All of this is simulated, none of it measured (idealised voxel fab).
You're looking at the process module voxel capacitor over wiring.
The figure presents cross-section cut, which has a width of 190 nm and is divided into square cells with an edge length of 5 nm.
Each cross-section below is a grid of square cells, stated as bands in top-down order, with one or more rows of cells making up each band. Band entry format. Leading values: height of top, height of bottom, nm. Remainder: materials in left-to-right order, each with its width in nm. Special words: "throughout" on a single material, which then fills the band edge to edge; "air", empty space. Height is counted from the level 0, under which the received wafer is composed throughout of one material. The lowest of the bands is not closed at the bottom but continues downward, in the notation "z 0 and below". The width entry "30..40" should be interpreted row by row: the top row of cells in the band takes the first number, the bottom row takes the second number, and the change between adjacent rows is uniform throughout. Where a step carries "nothing different", the cross-section came out of it unchanged, cell for cell. Cavities, closed: empty space of 8 cells or more with no open way to the top, each as width x height at its distance from the left edge, in nm. Whatever follows a step's settings on its line is a remark the simulator itself makes about that step. Steps that use a mask can have "overlay nm" on their line. It says how far the mask sat to the right of where it was meant to be. Negative means to the left.
Plan
- 1: RECEIVE | material Si
- 2: CONFORMAL_DEP | material SiO2 | thk nm 10
- 3: DIRECTIONAL_DEP | material TiN | thk nm 5
- 4: DIRECTIONAL_DEP | material W | thk nm 15
- 5: DIRECTIONAL_DEP | material aC | thk nm 10
- 6: PATTERN | tone cover | mask id METAL_1 | material resist | width nm 30 | pitch nm 100 | thk nm 25 | overlay nm 0
- 7: DIRECTIONAL_ETCH | etch materials aC | depth nm 10
- 8: STRIP | etch materials resist
- 9: DIRECTIONAL_ETCH | etch materials W | depth nm 15
- 10: DIRECTIONAL_ETCH | etch materials TiN | depth nm 5
- 11: STRIP | etch materials aC
- 12: FILL_DEP | material SiO2 | thk nm 10
- 13: CMP | height nm 30
- 14: CONFORMAL_DEP | material SiCN | thk nm 5
- 15: DIRECTIONAL_DEP | material SiO2 | thk nm 20
- 16: PATTERN | tone open | mask id PLUG_1 | material resist | width nm 15 | thk nm 15 | overlay nm 0
- 17: DIRECTIONAL_ETCH | etch materials SiO2 | depth nm 20
- 18: DIRECTIONAL_ETCH | etch materials SiCN | depth nm 5
- 19: STRIP | etch materials resist
- 20: EPI | material Ru | thk nm 10
- 21: EPI | material Ru | thk nm 10
- 22: EPI | material Ru | thk nm 5
- 23: DIRECTIONAL_DEP | material TiN | thk nm 5
- 24: DIRECTIONAL_DEP | material HfO2 | thk nm 5
- 25: DIRECTIONAL_DEP | material TiN | thk nm 10
- 26: DIRECTIONAL_DEP | material aC | thk nm 10
- 27: PATTERN | tone cover | mask id UPPER_PLATE | material resist | width nm 75 | thk nm 30 | overlay nm 0
- 28: DIRECTIONAL_ETCH | etch materials aC | depth nm 10
- 29: STRIP | etch materials resist
- 30: DIRECTIONAL_ETCH | etch materials TiN | depth nm 10
- 31: DIRECTIONAL_ETCH | etch materials HfO2 | depth nm 5
- 32: STRIP | etch materials aC
- 33: DIRECTIONAL_DEP | material aC | thk nm 10
- 34: PATTERN | tone cover | mask id LOWER_PLATE | material resist | width nm 85 | thk nm 25 | overlay nm 0
- 35: DIRECTIONAL_ETCH | etch materials aC | depth nm 10
- 36: STRIP | etch materials resist
- 37: DIRECTIONAL_ETCH | etch materials TiN | depth nm 5
- 38: STRIP | etch materials aC
- 39: FILL_DEP | material SiO2 | thk nm 15
- 40: CMP | height nm 85
- 41: DIRECTIONAL_DEP | material aC | thk nm 15
- 42: PATTERN | tone open | mask id PLUG_2 | material resist | width nm 15 | thk nm 35 | overlay nm 0
- 43: DIRECTIONAL_ETCH | etch materials aC | depth nm 15
- 44: STRIP | etch materials resist
- 45: DIRECTIONAL_ETCH | etch materials SiO2 | depth nm 10
- 46: STRIP | etch materials aC
- 47: CONFORMAL_DEP | material TiN | thk nm 5
- 48: FILL_DEP | material Ru | thk nm 5
- 49: CMP | height nm 85
- 50: CONFORMAL_DEP | material SiN | thk nm 5
As-received wafer cross-section (after step 1)
	z 0 and below  Si throughout
	Cavities, closed: none
A wafer at the end: this start, this plan, one mistake
	z 90 to 85  SiN throughout
	z 85 to 80  55 nm SiO2; 5 nm TiN; 5 nm Ru; 5 nm TiN; 120 nm SiO2
	z 80 to 75  55 nm SiO2; 15 nm TiN; 120 nm SiO2
	z 75 to 65  45 nm SiO2; 15 nm TiN; 45 nm SiO2; 15 nm TiN; 70 nm SiO2
	z 65 to 60  45 nm SiO2; 15 nm HfO2; 45 nm SiO2; 15 nm HfO2; 70 nm SiO2
	z 60 to 55  40 nm SiO2; 20 nm TiN; 45 nm SiO2; 20 nm TiN; 65 nm SiO2
	z 55 to 50  5 nm SiO2; 40 nm Ru; 60 nm SiO2; 80 nm Ru; 5 nm SiO2
	z 50 to 40  5 nm SiO2; 40 nm Ru; 15 nm SiO2; 45 nm TiN; 80 nm Ru; 5 nm SiO2
	z 40 to 35  5 nm SiO2; 40 nm Ru; 15 nm SiO2; 45 nm HfO2; 80 nm Ru; 5 nm SiO2
	z 35 to 30  5 nm SiO2; 40 nm Ru; 15 nm SiCN; 45 nm TiN; 80 nm Ru; 5 nm SiO2
	z 30 to 15  30 nm SiO2; 30 nm W; 70 nm SiO2; 30 nm W; 30 nm SiO2
	z 15 to 10  30 nm SiO2; 30 nm TiN; 70 nm SiO2; 30 nm TiN; 30 nm SiO2
	z 10 to 0  SiO2 throughout
	z 0 and below  Si throughout
	Cavities, closed: none
It is concluded that the wafer was processed incorrectly with respect to the plan, in that contrary to plan, step 16 was performed as PATTERN | tone cover | mask id PLUG_1 | material resist | width nm 15 | thk nm 15 | overlay nm 0
